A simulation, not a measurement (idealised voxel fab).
Process module under the name voxel self aligned vias
The cross-section on display is named cut; it measures 270 nm wide, and its cells are 5 nm squares.
This document writes a cross-section as a grid whose cells are square, and gives it as bands, listed from the top down; one or more rows of cells form a band. Basically the band line says how high the top is and how high the bottom is, in nm, and then what's in it from left to right, every material with its width in nm. Empty space shows up as "empty", and if a single material carries "throughout" it runs the full band edge to edge. A quick word on heights: they are counted from 0, and under that level the wafer as it came to us is one material throughout. The lowest band is different from the rest in having no bottom; it simply continues downward, written as in "z 0 and below". A width given as "30 to 40" starts at the first number in the band's top row and ends at the second number in its bottom row, shifting by an equal amount at every step from row to row. You'll sometimes find "nothing got changed" written for a step, and that's the way of saying that nowhere in the cross-section did a cell change during that step. If an empty space has no open way to the top and is at least 8 cells in size, "Encapsulated voids" lists it, written width x height at distance, where distance is measured from the left edge and every value is in nm. What comes after the settings on a step's line is commentary from the simulator itself on that step. "overlay nm" answers the question of how far to the right of plan the mask lay on a step that has a mask, and when it is negative the answer is to the left.
Here's what the planned process steps look like
1,RECEIVE, material Si
2,CONFORMAL_DEP, material SiO2, thk nm 15
3,CONFORMAL_DEP, material SiCN, thk nm 5
4,DIRECTIONAL_DEP, material lowk, thk nm 30
5,DIRECTIONAL_DEP, material aC, thk nm 10
6,PATTERN, tone open, mask id LINES, material resist, width nm 20, pitch nm 50, thk nm 30, overlay nm 0
7,DIRECTIONAL_ETCH, etch materials aC, depth nm 10
8,STRIP, etch materials resist
9,DIRECTIONAL_ETCH, etch materials lowk, depth nm 30
10,STRIP, etch materials aC
11,CONFORMAL_DEP, material TiN, thk nm 5
12,FILL_DEP, material Ru, thk nm 10
13,CMP, height nm 50
14,SELECTIVE_ETCH, etch materials W Ru TiN, depth nm 10
15,FILL_DEP, material SiN, thk nm 5
16,CMP, height nm 50
17,DIRECTIONAL_DEP, material lowk, thk nm 20
18,DIRECTIONAL_DEP, material aC, thk nm 15
19,PATTERN, tone open, mask id VIAS, material resist, width nm 30, pitch nm 50, thk nm 35, overlay nm 0
20,DIRECTIONAL_ETCH, etch materials aC, depth nm 15
21,STRIP, etch materials resist
22,DIRECTIONAL_ETCH, etch materials lowk, depth nm 20
23,DIRECTIONAL_ETCH, etch materials SiN, depth nm 10
24,STRIP, etch materials aC
25,CONFORMAL_DEP, material TiN, thk nm 5
26,FILL_DEP, material W, thk nm 10
27,CMP, height nm 70
28,CONFORMAL_DEP, material SiN, thk nm 5
First of two wafers: run as planned
Incoming wafer in cross-section (state: after step 1)
- z 0 and below | Si throughout
- Encapsulated voids: none
Once step 2 is through, the wafer looks like this in cross-section
- z 15 to 0 | SiO2 throughout
- Below 0, no change.
Once step 3 is through, the wafer looks like this in cross-section
- z 20 to 15 | SiCN throughout
- Below 15, no change.
Once step 4 is through, the wafer looks like this in cross-section
- z 50 to 20 | lowk throughout
- Below 20, no change.
Once step 5 is through, the wafer looks like this in cross-section
- z 60 to 50 | aC throughout
- Below 50, no change.
Once step 6 is through, the wafer looks like this in cross-section
- z 90 to 60 | resist 100; empty 20; resist 30; empty 20; resist 100
- Below 60, no change.
Once step 7 is through, the wafer looks like this in cross-section
- z 80 to 60 | resist 100; empty 20; resist 30; empty 20; resist 100
- z 60 to 50 | aC 100; empty 20; aC 30; empty 20; aC 100
- Below 50, no change.
Once step 8 is through, the wafer looks like this in cross-section
- z 60 to 50 | aC 100; empty 20; aC 30; empty 20; aC 100
- Below 50, no change.
Once step 9 is through, the wafer looks like this in cross-section
- z 60 to 50 | aC 100; empty 20; aC 30; empty 20; aC 100
- z 50 to 20 | lowk 100; empty 20; lowk 30; empty 20; lowk 100
- Below 20, no change.
Once step 10 is through, the wafer looks like this in cross-section
- z 50 to 20 | lowk 100; empty 20; lowk 30; empty 20; lowk 100
- Below 20, no change.
Once step 11 is through, the wafer looks like this in cross-section
- z 55 to 50 | TiN 105; empty 10; TiN 40; empty 10; TiN 105
- z 50 to 25 | lowk 100; TiN 5; empty 10; TiN 5; lowk 30; TiN 5; empty 10; TiN 5; lowk 100
- z 25 to 20 | lowk 100; TiN 20; lowk 30; TiN 20; lowk 100
- Below 20, no change.
Once step 12 is through, the wafer looks like this in cross-section
- z 65 to 55 | Ru throughout
- z 55 to 50 | TiN 105; Ru 10; TiN 40; Ru 10; TiN 105
- z 50 to 25 | lowk 100; TiN 5; Ru 10; TiN 5; lowk 30; TiN 5; Ru 10; TiN 5; lowk 100
- Below 25, no change.
Once step 13 is through, the wafer looks like this in cross-section
- z 50 to 25 | lowk 100; TiN 5; Ru 10; TiN 5; lowk 30; TiN 5; Ru 10; TiN 5; lowk 100
- Below 25, no change.
Once step 14 is through, the wafer looks like this in cross-section
- z 50 to 40 | lowk 100; empty 20; lowk 30; empty 20; lowk 100
- Below 40, no change.
Once step 15 is through, the wafer looks like this in cross-section
- z 55 to 50 | SiN throughout
- z 50 to 40 | lowk 100; SiN 20; lowk 30; SiN 20; lowk 100
- Below 40, no change.
Once step 16 is through, the wafer looks like this in cross-section
- z 50 to 40 | lowk 100; SiN 20; lowk 30; SiN 20; lowk 100
- Below 40, no change.
Once step 17 is through, the wafer looks like this in cross-section
- z 70 to 50 | lowk throughout
- Below 50, no change.
Once step 18 is through, the wafer looks like this in cross-section
- z 85 to 70 | aC throughout
- Below 70, no change.
Once step 19 is through, the wafer looks like this in cross-section
- z 120 to 85 | resist 95; empty 30; resist 20; empty 30; resist 95
- Below 85, no change.
Once step 20 is through, the wafer looks like this in cross-section
- z 105 to 85 | resist 95; empty 30; resist 20; empty 30; resist 95
- z 85 to 70 | aC 95; empty 30; aC 20; empty 30; aC 95
- Below 70, no change.
Once step 21 is through, the wafer looks like this in cross-section
- z 85 to 70 | aC 95; empty 30; aC 20; empty 30; aC 95
- Below 70, no change.
Once step 22 is through, the wafer looks like this in cross-section
- z 85 to 70 | aC 95; empty 30; aC 20; empty 30; aC 95
- z 70 to 50 | lowk 95; empty 30; lowk 20; empty 30; lowk 95
- Below 50, no change.
Once step 23 is through, the wafer looks like this in cross-section
- z 85 to 70 | aC 95; empty 30; aC 20; empty 30; aC 95
- z 70 to 50 | lowk 95; empty 30; lowk 20; empty 30; lowk 95
- z 50 to 40 | lowk 100; empty 20; lowk 30; empty 20; lowk 100
- Below 40, no change.
Once step 24 is through, the wafer looks like this in cross-section
- z 70 to 50 | lowk 95; empty 30; lowk 20; empty 30; lowk 95
- Below 50, no change.
Once step 25 is through, the wafer looks like this in cross-section
- z 75 to 70 | TiN 100; empty 20; TiN 30; empty 20; TiN 100
- z 70 to 55 | lowk 95; TiN 5; empty 20; TiN 5; lowk 20; TiN 5; empty 20; TiN 5; lowk 95
- z 55 to 45 | lowk 95 to 100; TiN 10 to 5; empty 10; TiN 10 to 5; lowk 20 to 30; TiN 10 to 5; empty 10; TiN 10 to 5; lowk 95 to 100
- z 45 to 40 | lowk 100; TiN 20; lowk 30; TiN 20; lowk 100
- Below 40, no change.
Once step 26 is through, the wafer looks like this in cross-section
- z 85 to 75 | W throughout
- z 75 to 70 | TiN 100; W 20; TiN 30; W 20; TiN 100
- z 70 to 55 | lowk 95; TiN 5; W 20; TiN 5; lowk 20; TiN 5; W 20; TiN 5; lowk 95
- z 55 to 45 | lowk 95 to 100; TiN 10 to 5; W 10; TiN 10 to 5; lowk 20 to 30; TiN 10 to 5; W 10; TiN 10 to 5; lowk 95 to 100
- Below 45, no change.
Once step 27 is through, the wafer looks like this in cross-section
- z 70 to 55 | lowk 95; TiN 5; W 20; TiN 5; lowk 20; TiN 5; W 20; TiN 5; lowk 95
- Below 55, no change.
Once step 28 is through, the wafer looks like this in cross-section
- z 75 to 70 | SiN throughout
- Below 70, no change.
The second wafer: identical to the first at the outset and in its planned sequence, differing only in that one mistake was made during processing; up to and including step 21, its path is the first wafer's path
Cross-sectional representation of the second wafer at the time designated in the plan for the completion of step 22
- z 85 to 70 | aC 95; empty 30; aC 20; empty 30; aC 95
- z 70 to 50 | lowk 95; empty 30; lowk 20; empty 30; lowk 95
- z 50 to 45 | lowk 95; empty 5; SiN 20; empty 5; lowk 20; empty 5; SiN 20; empty 5; lowk 95
- Below 45, no change.
Cross-sectional representation of the second wafer at the time designated in the plan for the completion of step 23
- z 85 to 70 | aC 95; empty 30; aC 20; empty 30; aC 95
- z 70 to 45 | lowk 95; empty 30; lowk 20; empty 30; lowk 95
- z 45 to 40 | lowk 100; empty 20; lowk 30; empty 20; lowk 100
- Below 40, no change.
Cross-sectional representation of the second wafer at the time designated in the plan for the completion of step 24
- z 70 to 45 | lowk 95; empty 30; lowk 20; empty 30; lowk 95
- Below 45, no change.
Cross-sectional representation of the second wafer at the time designated in the plan for the completion of step 25
- z 75 to 70 | TiN 100; empty 20; TiN 30; empty 20; TiN 100
- z 70 to 50 | lowk 95; TiN 5; empty 20; TiN 5; lowk 20; TiN 5; empty 20; TiN 5; lowk 95
- z 50 to 45 | lowk 95; TiN 10; empty 10; TiN 10; lowk 20; TiN 10; empty 10; TiN 10; lowk 95
- z 45 to 40 | lowk 100; TiN 20; lowk 30; TiN 20; lowk 100
- Below 40, no change.
Cross-sectional representation of the second wafer at the time designated in the plan for the completion of step 26
- z 85 to 75 | W throughout
- z 75 to 70 | TiN 100; W 20; TiN 30; W 20; TiN 100
- z 70 to 50 | lowk 95; TiN 5; W 20; TiN 5; lowk 20; TiN 5; W 20; TiN 5; lowk 95
- z 50 to 45 | lowk 95; TiN 10; W 10; TiN 10; lowk 20; TiN 10; W 10; TiN 10; lowk 95
- Below 45, no change.
Cross-sectional representation of the second wafer at the time designated in the plan for the completion of step 27
- z 70 to 50 | lowk 95; TiN 5; W 20; TiN 5; lowk 20; TiN 5; W 20; TiN 5; lowk 95
- Below 50, no change.
Cross-sectional representation of the second wafer at the time designated in the plan for the completion of step 28
- z 75 to 70 | SiN throughout
- Below 70, no change.
Processing error: step 22 off recipe, ran as DIRECTIONAL_ETCH, etch materials lowk, depth nm 25
At the finish, the second wafer shows more or fewer cells for some materials than the first does: W: 4 more, lowk: 4 fewer
